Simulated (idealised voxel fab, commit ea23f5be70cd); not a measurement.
The process module presented herein is designated voxel wiring stack.
Xsec cut, 155 nm wide, square cell size 5 nm.
Cross-section = grid of square cells, listed top down in bands; band = one or more rows. Top height, bottom height, nm. Materials left to right, width each, nm. Single material + "full width" = fills band edge to edge. "empty" = empty. Below 0: as-received wafer, all one material; heights counted from there. Lowest band: no bottom, goes on down, written "top 0, no bottom". The width entry "30->40" should be interpreted row by row: the top row of cells in the band takes the first number, the bottom row takes the second number, and the change between adjacent rows is uniform throughout. The designation "changes: none", where it is given for a processing step, indicates that no cell of the cross-section was altered in the course of that step. "Sealed internal cavities" means: voids of 8 cells or more that are shut off from the top with no open way through. Written width x height at distance, distance from the left edge, in nm. What comes after the settings on a step's line is commentary from the simulator itself on that step. "overlay nm" denotes, for a step that has a mask, the displacement of the mask to the right of its planned place, with negative values corresponding to the left.
[This section lists the process steps that were planned]
step 1: RECEIVE with material Si
step 2: CONFORMAL_DEP with material SiO2, thk nm 10
step 3: CONFORMAL_DEP with material SiN, thk nm 5
step 4: DIRECTIONAL_DEP with material SiO2, thk nm 15
step 5: MASKED_ETCH with tone open, mask id METAL_1, width nm 30, pitch nm 60, etch materials SiO2, depth nm 15, overlay nm 0
step 6: MASKED_ETCH with tone open, mask id METAL_1, width nm 30, pitch nm 60, etch materials SiN, depth nm 5, overlay nm 0
step 7: CONFORMAL_DEP with material TiN, thk nm 5
step 8: FILL_DEP with material Ru, thk nm 10
step 9: CMP with height nm 30
step 10: CONFORMAL_DEP with material SiCN, thk nm 5
step 11: DIRECTIONAL_DEP with material lowk, thk nm 15
step 12: DIRECTIONAL_DEP with material aC, thk nm 10
step 13: PATTERN with tone open, mask id PLUG_1, material resist, width nm 15, thk nm 30, overlay nm 0
step 14: DIRECTIONAL_ETCH with etch materials aC, depth nm 10
step 15: STRIP with etch materials resist
step 16: DIRECTIONAL_ETCH with etch materials lowk, depth nm 15
step 17: DIRECTIONAL_ETCH with etch materials SiCN, depth nm 5
step 18: STRIP with etch materials aC
step 19: CONFORMAL_DEP with material TiN, thk nm 5
step 20: FILL_DEP with material Cu, thk nm 5
step 21: CMP with height nm 50
step 22: DIRECTIONAL_DEP with material TiN, thk nm 5
step 23: DIRECTIONAL_DEP with material W, thk nm 25
step 24: PATTERN with tone cover, mask id METAL_2, material resist, width nm 30, pitch nm 60, thk nm 20, overlay nm 0
step 25: DIRECTIONAL_ETCH with etch materials W, depth nm 25
step 26: DIRECTIONAL_ETCH with etch materials TiN, depth nm 5
step 27: STRIP with etch materials resist
step 28: FILL_DEP with material lowk, thk nm 10
step 29: CMP with height nm 80
step 30: CONFORMAL_DEP with material SiCN, thk nm 5
step 31: DIRECTIONAL_DEP with material SiO2, thk nm 30
step 32: MASKED_ETCH with tone open, mask id METAL_3_HOLES, width nm 15, etch materials SiO2, depth nm 30, overlay nm 0
step 33: MASKED_ETCH with tone open, mask id METAL_3, width nm 30, pitch nm 60, etch materials SiO2, depth nm 20, overlay nm 0
step 34: MASKED_ETCH with tone open, mask id METAL_3, width nm 30, pitch nm 60, etch materials SiCN, depth nm 5, overlay nm 0
step 35: CONFORMAL_DEP with material TiN, thk nm 5
step 36: FILL_DEP with material Ru, thk nm 10
step 37: CMP with height nm 115
step 38: CONFORMAL_DEP with material SiCN, thk nm 5
step 39: DIRECTIONAL_DEP with material lowk, thk nm 10
step 40: PATTERN with tone open, mask id PLUG_3, material resist, width nm 15, pitch nm 60, thk nm 15, overlay nm 0
step 41: DIRECTIONAL_ETCH with etch materials lowk, depth nm 10
step 42: DIRECTIONAL_ETCH with etch materials SiCN, depth nm 5
step 43: STRIP with etch materials resist
step 44: EPI with material Ru, thk nm 10
step 45: EPI with material Ru, thk nm 5
step 46: CONFORMAL_DEP with material SiCN, thk nm 5
step 47: DIRECTIONAL_DEP with material lowk, thk nm 20
step 48: PATTERN with tone open, mask id METAL_4, material resist, width nm 30, pitch nm 60, thk nm 15, overlay nm 0
step 49: DIRECTIONAL_ETCH with etch materials lowk, depth nm 20
step 50: DIRECTIONAL_ETCH with etch materials SiCN, depth nm 5
step 51: STRIP with etch materials resist
step 52: CONFORMAL_DEP with material TiN, thk nm 5
step 53: FILL_DEP with material Cu, thk nm 5
step 54: CMP with height nm 155
step 55: CONFORMAL_DEP with material SiCN, thk nm 5
[Cross-section: wafer on arrival = after step 1]
    top 0, no bottom | Si full width
    Sealed internal cavities: none
[Post-module cross-section of the first of two wafers (run per plan)]
    top 160, bottom 155 | SiCN full width
    top 155, bottom 135 | lowk=30  TiN=5  Cu=20  TiN=5  lowk=30  TiN=5  Cu=20  TiN=5  lowk=35
    top 135, bottom 130 | SiCN=30  TiN=30  SiCN=30  TiN=30  SiCN=35
    top 130, bottom 120 | lowk=30  Ru=15  lowk=45  Ru=15  lowk=50
    top 120, bottom 115 | SiCN=30  Ru=15  SiCN=45  Ru=15  SiCN=50
    top 115, bottom 100 | SiO2=30  TiN=5  Ru=20  TiN=5  SiO2=30  TiN=5  Ru=20  TiN=5  SiO2=35
    top 100, bottom 95 | SiO2=30  TiN=5  Ru=5  TiN=20  SiO2=30  TiN=30  SiO2=35
    top 95, bottom 85 | SiO2=30  TiN=5  Ru=5  TiN=5  SiO2=110
    top 85, bottom 80 | SiCN=30  TiN=15  SiCN=110
    top 80, bottom 55 | lowk=30  W=30  lowk=30  W=30  lowk=35
    top 55, bottom 50 | lowk=30  TiN=30  lowk=30  TiN=30  lowk=35
    top 50, bottom 35 | lowk=30  TiN=5  Cu=5  TiN=5  lowk=110
    top 35, bottom 30 | SiCN=30  TiN=15  SiCN=110
    top 30, bottom 15 | SiO2=30  TiN=5  Ru=20  TiN=5  SiO2=30  TiN=5  Ru=20  TiN=5  SiO2=35
    top 15, bottom 10 | SiN=30  TiN=30  SiN=30  TiN=30  SiN=35
    top 10, bottom 0 | SiO2 full width
    top 0, no bottom | Si full width
    Sealed internal cavities: none
[Here is the second of the two wafers cut open at the end of the module - same start, same plan as the first one, but we made one mistake running it]
    top 160, bottom 155 | SiCN full width
    top 155, bottom 150 | lowk=30  TiN=5  Cu=20  TiN=5  lowk=30  TiN=5  Cu=20  TiN=5  lowk=35
    top 150, bottom 145 | SiCN=30  TiN=30  SiCN=30  TiN=30  SiCN=35
    top 145, bottom 135 | lowk=30  Ru=15  lowk=45  Ru=15  lowk=50
    top 135, bottom 130 | SiCN=30  Ru=15  SiCN=45  Ru=15  SiCN=50
    top 130, bottom 120 | Ru full width
    top 120, bottom 115 | TiN=35  Ru=20  TiN=40  Ru=20  TiN=40
    top 115, bottom 100 | SiO2=30  TiN=5  Ru=20  TiN=5  SiO2=30  TiN=5  Ru=20  TiN=5  SiO2=35
    top 100, bottom 95 | SiO2=30  TiN=5  Ru=5  TiN=20  SiO2=30  TiN=30  SiO2=35
    top 95, bottom 85 | SiO2=30  TiN=5  Ru=5  TiN=5  SiO2=110
    top 85, bottom 80 | SiCN=30  TiN=15  SiCN=110
    top 80, bottom 55 | lowk=30  W=30  lowk=30  W=30  lowk=35
    top 55, bottom 50 | lowk=30  TiN=30  lowk=30  TiN=30  lowk=35
    top 50, bottom 35 | lowk=30  TiN=5  Cu=5  TiN=5  lowk=110
    top 35, bottom 30 | SiCN=30  TiN=15  SiCN=110
    top 30, bottom 15 | SiO2=30  TiN=5  Ru=20  TiN=5  SiO2=30  TiN=5  Ru=20  TiN=5  SiO2=35
    top 15, bottom 10 | SiN=30  TiN=30  SiN=30  TiN=30  SiN=35
    top 10, bottom 0 | SiO2 full width
    top 0, no bottom | Si full width
    Sealed internal cavities: none
what went wrong: step 37 of the plan did not run at all; it was left out
The second wafer ends with more or fewer cells of some materials than the first, per final count: Cu -24 | Ru +70 | TiN +11 | lowk -57
